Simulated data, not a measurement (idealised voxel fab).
Module name: voxel tone inversion (process module)
Cross-section cut: width 250 nm, square cells of 5 nm.
In what follows, cross-sections appear as grids of square cells, described through bands that run from the top down, where every band is one or more rows of cells.
Heads up on the band format: heights come first, top then bottom, in nm. After that it's the materials left to right, each with its width in nm. A single material flagged "edge to edge" fills the whole band edge to edge, and "air" means there's empty space there.
All heights in this document are referenced to 0, defined as the level beneath which the wafer, as received, consists entirely of one material. The lowest band is not bounded below; it extends indefinitely downward and is written in the form "z 0 and below".
The expression "30 to 40" gives the width at the extremes of the band, the first number at its top row of cells and the second at its bottom row, with the width changing by equal amounts from each row to the next in between.
Take "no change occurred" at face value: in the step it is given for, the cross-section changed in none of its cells.
Basically, "Unvented cavities" tells you about the enclosed voids: empty spaces with no open way to the top, 8 cells or bigger, each written width x height at distance, where distance is from the left edge, all in nm.
Whatever follows a step's settings on its line is a remark the simulator itself makes about that step.
overlay nm: mask right of planned place by this much (step with mask). Neg. = left.
## This section lists the process steps that were planned
1 RECEIVE | material Si
2 CONFORMAL_DEP | material SiN | thk nm 10
3 DIRECTIONAL_DEP | material polySi | thk nm 25
4 PATTERN | tone cover | mask id POSTS | material resist | width nm 15 | pitch nm 45 | thk nm 35 | overlay nm 0
5 DIRECTIONAL_ETCH | etch materials polySi | depth nm 25
6 STRIP | etch materials resist
7 FILL_DEP | material SiO2 | thk nm 10
8 CMP | height nm 35
9 STRIP | etch materials polySi
10 CONFORMAL_DEP | material TiN | thk nm 5
11 FILL_DEP | material Ru | thk nm 10
12 CMP | height nm 35
13 CONFORMAL_DEP | material SiN | thk nm 5
## Incoming wafer in cross-section (state: after step 1)
z 0 and below | Si edge to edge
Unvented cavities: none
## Sectioned view, first of two wafers, at the close of the module, processed as intended in the plan
z 40 to 35 | SiN edge to edge
z 35 to 15 | 70 of SiO2  5 of TiN  5 of Ru  5 of TiN  30 of SiO2  5 of TiN  5 of Ru  5 of TiN  30 of SiO2  5 of TiN  5 of Ru  5 of TiN  75 of SiO2
z 15 to 10 | 70 of SiO2  15 of TiN  30 of SiO2  15 of TiN  30 of SiO2  15 of TiN  75 of SiO2
z 10 to 0 | SiN edge to edge
z 0 and below | Si edge to edge
Unvented cavities: none
## Cross-sectional view: second of two wafers, end of module; start and plan identical to the first, one mistake in running
z 40 to 35 | SiN edge to edge
z 35 to 15 | 65 of Ru  5 of TiN  15 of SiO2  5 of TiN  20 of Ru  5 of TiN  15 of SiO2  5 of TiN  20 of Ru  5 of TiN  15 of SiO2  5 of TiN  70 of Ru
z 15 to 10 | 70 of TiN  15 of SiO2  30 of TiN  15 of SiO2  30 of TiN  15 of SiO2  75 of TiN
z 10 to 0 | SiN edge to edge
z 0 and below | Si edge to edge
Unvented cavities: none
Deviation noted in wafer processing: step 4 deviated from plan and actually ran as PATTERN | tone open | mask id POSTS | material resist | width nm 15 | pitch nm 45 | thk nm 35 | overlay nm 0
The closing comparison, in cells, has the second wafer with more or fewer of some materials than the first: Ru +128, SiO2 -160, TiN +32
